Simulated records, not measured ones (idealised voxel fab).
Module name: voxel capacitor over wiring (process module)
Displayed cross-section: cut, width of 175 nm, square cells sized 5 nm.
A cross-section in this document is a grid of square cells, and it is written down as bands, the top band listed before the ones below it; a band is made up of one or more rows of cells.
This entry defines a band. It first specifies the height of the band's top and the height of its bottom in nm, and then specifies the band's materials from left to right, stating each material with its width in nm. The word "throughout" identifies a single material that fills the band from edge to edge, while the word "air" identifies empty space.
Heights are expressed relative to 0, this being the level below which the as-received wafer comprises one material exclusively. The lowest band is unbounded in the downward direction and is denoted as in "z 0 and below".
It should be noted that a width expressed as "30 to 40" varies in equal increments from row to row of cells within the band, taking the value of the first number at the top row and that of the second number at the bottom row.
Given "no modification" for a step, no cell of the cross-section differs between before and after that step.
Any empty space of 8 cells or more lacking an open way to the top shows up in "Closed void catalog" as width x height at distance, distance from the left edge, in nm.
Text after the settings on a step's line: the simulator's own remark on that step.
overlay nm: step with mask; distance mask lay right of planned place; negative value = left of planned place.

[The process steps that were planned are listed below]
- 1: RECEIVE | material Si
- 2: CONFORMAL_DEP | material SiO2 | thk nm 15
- 3: CONFORMAL_DEP | material SiCN | thk nm 5
- 4: DIRECTIONAL_DEP | material SiO2 | thk nm 15
- 5: PATTERN | tone open | mask id METAL_1 | material resist | width nm 25 | pitch nm 80 | thk nm 20 | overlay nm 0
- 6: DIRECTIONAL_ETCH | etch materials SiO2 | depth nm 15
- 7: DIRECTIONAL_ETCH | etch materials SiCN | depth nm 5
- 8: STRIP | etch materials resist
- 9: CONFORMAL_DEP | material TiN | thk nm 5
- 10: FILL_DEP | material W | thk nm 10
- 11: CMP | height nm 35
- 12: CONFORMAL_DEP | material SiCN | thk nm 5
- 13: DIRECTIONAL_DEP | material lowk | thk nm 20
- 14: DIRECTIONAL_DEP | material aC | thk nm 15
- 15: PATTERN | tone open | mask id PLUG_1 | material resist | width nm 15 | thk nm 35 | overlay nm 0
- 16: DIRECTIONAL_ETCH | etch materials aC | depth nm 15
- 17: STRIP | etch materials resist
- 18: DIRECTIONAL_ETCH | etch materials lowk | depth nm 20
- 19: DIRECTIONAL_ETCH | etch materials SiCN | depth nm 5
- 20: STRIP | etch materials aC
- 21: EPI | material Ru | thk nm 10
- 22: EPI | material Ru | thk nm 10
- 23: EPI | material Ru | thk nm 5
- 24: DIRECTIONAL_DEP | material TiN | thk nm 10
- 25: DIRECTIONAL_DEP | material Al2O3 | thk nm 5
- 26: DIRECTIONAL_DEP | material TiN | thk nm 5
- 27: PATTERN | tone cover | mask id UPPER_PLATE | material resist | width nm 60 | thk nm 20 | overlay nm 0
- 28: DIRECTIONAL_ETCH | etch materials TiN | depth nm 5
- 29: DIRECTIONAL_ETCH | etch materials Al2O3 | depth nm 5
- 30: STRIP | etch materials resist
- 31: DIRECTIONAL_DEP | material aC | thk nm 10
- 32: PATTERN | tone cover | mask id LOWER_PLATE | material resist | width nm 70 | thk nm 30 | overlay nm -15
- 33: DIRECTIONAL_ETCH | etch materials aC | depth nm 10
- 34: STRIP | etch materials resist
- 35: DIRECTIONAL_ETCH | etch materials TiN | depth nm 10
- 36: STRIP | etch materials aC
- 37: FILL_DEP | material SiO2 | thk nm 20
- 38: CMP | height nm 95
- 39: MASKED_ETCH | tone open | mask id PLUG_2 | width nm 15 | etch materials SiO2 | depth nm 15 | overlay nm 0
- 40: CONFORMAL_DEP | material TiN | thk nm 5
- 41: FILL_DEP | material Ru | thk nm 5
- 42: CMP | height nm 95
- 43: CONFORMAL_DEP | material SiCN | thk nm 5
The value of overlay nm given for step 32 in the plan refers to the first wafer; the wafers vary in this setting and are alike at the start.

[Cut through the first of several wafers as received, post step 1]
z 0 and below | Si throughout
Closed void catalog: none

[Cross-sectional representation of the first of several wafers at the end of the module, i.e. after its terminal step, step 43]
z 100 to 95 | SiCN throughout
z 95 to 85 | SiO2=55; TiN=5; Ru=5; TiN=5; SiO2=105
z 85 to 75 | SiO2=55 to 45; TiN=15 to 50; SiO2=105 to 80
z 75 to 70 | SiO2=45; Al2O3=60; SiO2=70
z 70 to 60 | SiO2=25; TiN=80; SiO2=70
z 60 to 40 | lowk=45; Ru=15; lowk=115
z 40 to 35 | SiCN=45; Ru=15; SiCN=115
z 35 to 20 | SiO2=35; TiN=5; W=15; TiN=5; SiO2=55; TiN=5; W=15; TiN=5; SiO2=35
z 20 to 15 | SiCN=35; TiN=25; SiCN=55; TiN=25; SiCN=35
z 15 to 0 | SiO2 throughout
z 0 and below | Si throughout
Closed void catalog: none

[Last wafer, end of module, cross-section]
z 100 to 95 | SiCN throughout
z 95 to 85 | SiO2=55; TiN=5; Ru=5; TiN=5; SiO2=105
z 85 to 75 | SiO2=55; TiN=15 to 50; SiO2=105 to 70
z 75 to 70 | SiO2=45; Al2O3=60; SiO2=70
z 70 to 60 | SiO2=45; TiN=80; SiO2=50
z 60 to 40 | lowk=45; Ru=15; lowk=115
z 40 to 35 | SiCN=45; Ru=15; SiCN=115
z 35 to 20 | SiO2=35; TiN=5; W=15; TiN=5; SiO2=55; TiN=5; W=15; TiN=5; SiO2=35
z 20 to 15 | SiCN=35; TiN=25; SiCN=55; TiN=25; SiCN=35
z 15 to 0 | SiO2 throughout
z 0 and below | Si throughout
Closed void catalog: none

[Take any row and you have a wafer at the end of the module: how many cells of each material it has gained (+) or lost (-) since it was received, and then its closed voids]
overlay nm -15; +12 Al2O3; +17 Ru; +92 SiCN; +362 SiO2; +71 TiN; +18 W; +128 lowk; Closed void catalog: none
overlay nm -10; +12 Al2O3; +17 Ru; +92 SiCN; +363 SiO2; +70 TiN; +18 W; +128 lowk; Closed void catalog: none
overlay nm -5; +12 Al2O3; +17 Ru; +92 SiCN; +364 SiO2; +69 TiN; +18 W; +128 lowk; Closed void catalog: none
overlay nm 0; +12 Al2O3; +17 Ru; +92 SiCN; +364 SiO2; +69 TiN; +18 W; +128 lowk; Closed void catalog: none
overlay nm 5; +12 Al2O3; +17 Ru; +92 SiCN; +364 SiO2; +69 TiN; +18 W; +128 lowk; Closed void catalog: none
overlay nm 10; +12 Al2O3; +17 Ru; +92 SiCN; +363 SiO2; +70 TiN; +18 W; +128 lowk; Closed void catalog: none
overlay nm 15; +12 Al2O3; +17 Ru; +92 SiCN; +362 SiO2; +71 TiN; +18 W; +128 lowk; Closed void catalog: none
